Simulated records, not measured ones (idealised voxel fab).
Herein follows the process module entitled voxel transistor to metal.
Cross-sectional view cut (width: 140 nm; square cell size: 5 nm).
Cross-section spec: square-cell grid; bands listed top down; each band is one or more rows.
In this notation a band is specified by the heights of its top and bottom, in that order and in nm, after which its materials appear from left to right, each paired with its width in nm. The word "edge to edge" attached to a single material means that material fills the band from edge to edge; the word "air" stands for empty space.
Height datum 0, below which the as-received substrate wafer is one material. Lowest band open at the bottom, running downward: "top 0, no bottom".
The two numbers in a width such as "30..40" mark its ends across the band: the first belongs to the top row of cells, the second to the bottom row, and from each row to the next the width moves by the same amount.
Reading "stayed the same" for a step: not a cell of the cross-section changed in it.
"Catalogued sealed voids" specifies each empty space that is not open to the top and that occupies no fewer than 8 cells, using the form width x height at distance, the distance measured from the left edge and all three quantities in nm.
after a step's settings: what the simulator itself notes on the step
"overlay nm" on a masked step: distance the mask lay right of its planned place, negative for left.
# Planned step list for the process
- 1: RECEIVE (material Si)
- 2: OXIDIZE (depth nm 5)
- 3: CONFORMAL_DEP (material SiN; thk nm 10)
- 4: PATTERN (tone cover; mask id ACTIVE; material resist; width nm 105; thk nm 15; overlay nm 0)
- 5: DIRECTIONAL_ETCH (etch materials SiN; depth nm 10)
- 6: DIRECTIONAL_ETCH (etch materials SiO2; depth nm 5)
- 7: DIRECTIONAL_ETCH (etch materials Si; depth nm 25)
- 8: STRIP (etch materials resist)
- 9: OXIDIZE (depth nm 5)
- 10: FILL_DEP (material SiO2; thk nm 5)
- 11: CMP (height nm 10)
- 12: SELECTIVE_ETCH (etch materials SiO2; depth nm 10)
- 13: STRIP (etch materials SiN)
- 14: SELECTIVE_ETCH (etch materials SiO2; depth nm 5)
- 15: OXIDIZE (depth nm 5)
- 16: DIRECTIONAL_DEP (material polySi; thk nm 25)
- 17: DIRECTIONAL_DEP (material SiCN; thk nm 15)
- 18: PATTERN (tone cover; mask id GATE; material resist; width nm 15; thk nm 20; overlay nm 0)
- 19: DIRECTIONAL_ETCH (etch materials SiCN; depth nm 25)
- 20: DIRECTIONAL_ETCH (etch materials polySi; depth nm 35)
- 21: STRIP (etch materials resist)
- 22: CONFORMAL_DEP (material SiO2; thk nm 5)
- 23: DIRECTIONAL_ETCH (etch materials SiO2; depth nm 5)
- 24: CONFORMAL_DEP (material SiN; thk nm 5)
- 25: DIRECTIONAL_ETCH (etch materials SiN; depth nm 5)
- 26: DIRECTIONAL_ETCH (etch materials SiO2; depth nm 5)
- 27: DIRECTIONAL_ETCH (etch materials Si; depth nm 10)
- 28: EPI (material SiGe; thk nm 10)
- 29: FILL_DEP (material SiO2; thk nm 10)
- 30: CMP (height nm 35)
- 31: DIRECTIONAL_DEP (material SiO2; thk nm 15)
- 32: MASKED_ETCH (tone open; mask id CONTACT; width nm 20; pitch nm 75; etch materials SiO2; depth nm 60; overlay nm 0)
- 33: CONFORMAL_DEP (material TiN; thk nm 5)
- 34: FILL_DEP (material W; thk nm 5)
- 35: CMP (height nm 50)
- 36: CONFORMAL_DEP (material SiN; thk nm 5)
- 37: DIRECTIONAL_DEP (material SiO2; thk nm 25)
- 38: MASKED_ETCH (tone open; mask id METAL_1; width nm 20; pitch nm 75; etch materials SiO2; depth nm 25; overlay nm 0)
- 39: MASKED_ETCH (tone open; mask id METAL_1; width nm 20; pitch nm 75; etch materials SiN; depth nm 5; overlay nm 0)
- 40: CONFORMAL_DEP (material TiN; thk nm 5)
- 41: FILL_DEP (material Cu; thk nm 10)
- 42: CMP (height nm 80)
- 43: CONFORMAL_DEP (material SiCN; thk nm 5)
- 44: DIRECTIONAL_DEP (material SiO2; thk nm 35)
- 45: MASKED_ETCH (tone open; mask id METAL_2_HOLES; width nm 15; pitch nm 75; etch materials SiO2; depth nm 35; overlay nm 0)
- 46: DIRECTIONAL_DEP (material aC; thk nm 15)
- 47: PATTERN (tone open; mask id METAL_2; material resist; width nm 20; pitch nm 75; thk nm 35; overlay nm 0)
- 48: DIRECTIONAL_ETCH (etch materials aC; depth nm 15)
- 49: STRIP (etch materials resist)
- 50: DIRECTIONAL_ETCH (etch materials SiO2; depth nm 20)
- 51: DIRECTIONAL_ETCH (etch materials SiCN; depth nm 5)
- 52: STRIP (etch materials aC)
- 53: CONFORMAL_DEP (material TiN; thk nm 5)
- 54: FILL_DEP (material Ru; thk nm 10)
- 55: CMP (height nm 120)
- 56: CONFORMAL_DEP (material SiN; thk nm 5)
# This is the cross-section of the wafer as we received it, i.e. after step 1
	top 0, no bottom: Si edge to edge
	Catalogued sealed voids: none
# Module complete, cross-section. Starting point and plan per above. One mistake made in running the module
	top 125, bottom 120: SiN edge to edge
	top 120, bottom 85: Cu edge to edge
	top 85, bottom 80: SiCN edge to edge
	top 80, bottom 55: SiO2: 20, then TiN: 5, then Cu: 10, then TiN: 5, then SiO2: 55, then TiN: 5, then Cu: 10, then TiN: 5, then SiO2: 25
	top 55, bottom 50: SiN: 20, then TiN: 20, then SiN: 55, then TiN: 20, then SiN: 25
	top 50, bottom 35: SiO2: 20, then TiN: 5, then W: 10, then TiN: 5, then SiO2: 55, then TiN: 5, then W: 10, then TiN: 5, then SiO2: 25
	top 35, bottom 20: SiO2: 20, then TiN: 5, then W: 10, then TiN: 5, then SiO2: 10, then SiN: 5, then SiO2: 5, then SiCN: 15, then SiO2: 5, then SiN: 5, then SiO2: 10, then TiN: 5, then W: 10, then TiN: 5, then SiO2: 25
	top 20, bottom 0: SiO2: 20, then TiN: 5, then W: 10, then TiN: 5, then SiO2: 10, then SiN: 5, then SiO2: 5, then polySi: 15, then SiO2: 5, then SiN: 5, then SiO2: 10, then TiN: 5, then W: 10, then TiN: 5, then SiO2: 25
	top 0, bottom -5: SiO2: 20, then TiN: 5, then W: 10, then TiN: 5, then SiGe: 10, then SiN: 5, then SiO2: 5, then polySi: 15, then SiO2: 5, then SiN: 5, then SiGe: 10, then TiN: 5, then W: 10, then TiN: 5, then SiO2: 25
	top -5, bottom -10: SiO2: 20, then TiN: 20, then SiGe: 10, then SiO2: 35, then SiGe: 10, then TiN: 20, then SiO2: 25
	top -10, bottom -20: SiO2: 20, then SiGe: 30, then Si: 35, then SiGe: 30, then SiO2: 25
	top -20, bottom -35: SiO2: 20, then Si: 95, then SiO2: 25
	top -35, no bottom: Si edge to edge
	Catalogued sealed voids: none
Plan not followed: contrary to plan, step 44 was performed as DIRECTIONAL_DEP (material Cu; thk nm 35)
